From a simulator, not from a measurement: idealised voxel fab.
You're looking at the process module voxel self aligned vias.
In the cross-section labelled cut, the width is 275 nm and each square cell is 5 nm.
A cross-section is written here as square cells arranged in a grid, and it is given in bands from the top down, each band taking up one or more rows of cells.
For a band, the entry starts with two heights in nm, that of the top and then that of the bottom, and carries on with the band's materials in order from left to right, each alongside its width in nm; the word "everywhere" beside a single material means it fills the band edge to edge, and "blank" means empty space.
Heights are reckoned from 0. Under this level, the received wafer is all of one material. The bottommost band is open-ended downward, for example "top 0, no bottom".
Graded width ("30..40"): value in top row of band = first number; value in bottom row = second number; row-to-row change constant.
When a step is marked "remained unchanged", none of the cells in the cross-section changed during that step.
Entry "Entrapped voids". Content: empty spaces with no open connection to the top, size 8 cells or greater. Each: width x height at distance. Distance: from left edge. Unit: nm.
Text after the settings on a step's line: the simulator's own remark on that step.
"overlay nm" on a masked step: distance the mask lay right of its planned place, negative for left.

### Listed below are the process steps as planned
- 1: RECEIVE (material Si)
- 2: CONFORMAL_DEP (material SiO2; thk nm 10)
- 3: CONFORMAL_DEP (material SiCN; thk nm 5)
- 4: DIRECTIONAL_DEP (material lowk; thk nm 20)
- 5: DIRECTIONAL_DEP (material aC; thk nm 15)
- 6: PATTERN (tone open; mask id LINES; material resist; width nm 25; pitch nm 60; thk nm 35; overlay nm 0)
- 7: DIRECTIONAL_ETCH (etch materials aC; depth nm 15)
- 8: STRIP (etch materials resist)
- 9: DIRECTIONAL_ETCH (etch materials lowk; depth nm 20)
- 10: STRIP (etch materials aC)
- 11: CONFORMAL_DEP (material TiN; thk nm 5)
- 12: FILL_DEP (material W; thk nm 5)
- 13: CMP (height nm 35)
- 14: SELECTIVE_ETCH (etch materials W Ru TiN; depth nm 5)
- 15: FILL_DEP (material SiN; thk nm 10)
- 16: CMP (height nm 35)
- 17: DIRECTIONAL_DEP (material lowk; thk nm 20)
- 18: PATTERN (tone open; mask id VIAS; material resist; width nm 25; pitch nm 120; thk nm 20; overlay nm 0)
- 19: DIRECTIONAL_ETCH (etch materials lowk; depth nm 20)
- 20: DIRECTIONAL_ETCH (etch materials SiN; depth nm 5)
- 21: STRIP (etch materials resist)
- 22: CONFORMAL_DEP (material TiN; thk nm 5)
- 23: FILL_DEP (material W; thk nm 10)
- 24: CMP (height nm 55)
- 25: CONFORMAL_DEP (material SiCN; thk nm 5)
Don't read the plan's width nm for step 18 as applying to every wafer: that's the first wafer's value, and the wafers differ in it, though they all start identical.

### As received, i.e. after step 1: cross-section through the first of several wafers
- top 0, no bottom = Si everywhere
- Entrapped voids: none

### What follows is a table in which each wafer occupies a row; for the wafer as it stands at the close of the module, the row states, material by material, how many cells have been gained (+) or lost (-) since receipt, and then gives its closed voids
width nm 25; +110 SiCN; +5 SiN; +110 SiO2; +53 TiN; +42 W; +340 lowk; Entrapped voids: none
width nm 30; +110 SiCN; +5 SiN; +110 SiO2; +55 TiN; +48 W; +332 lowk; Entrapped voids: none
width nm 35; +110 SiCN; +5 SiN; +110 SiO2; +57 TiN; +54 W; +324 lowk; Entrapped voids: none
width nm 40; +110 SiCN; +5 SiN; +110 SiO2; +59 TiN; +60 W; +316 lowk; Entrapped voids: none
width nm 45; +110 SiCN; +5 SiN; +110 SiO2; +61 TiN; +66 W; +308 lowk; Entrapped voids: none
width nm 50; +110 SiCN; +5 SiN; +110 SiO2; +63 TiN; +72 W; +300 lowk; Entrapped voids: none
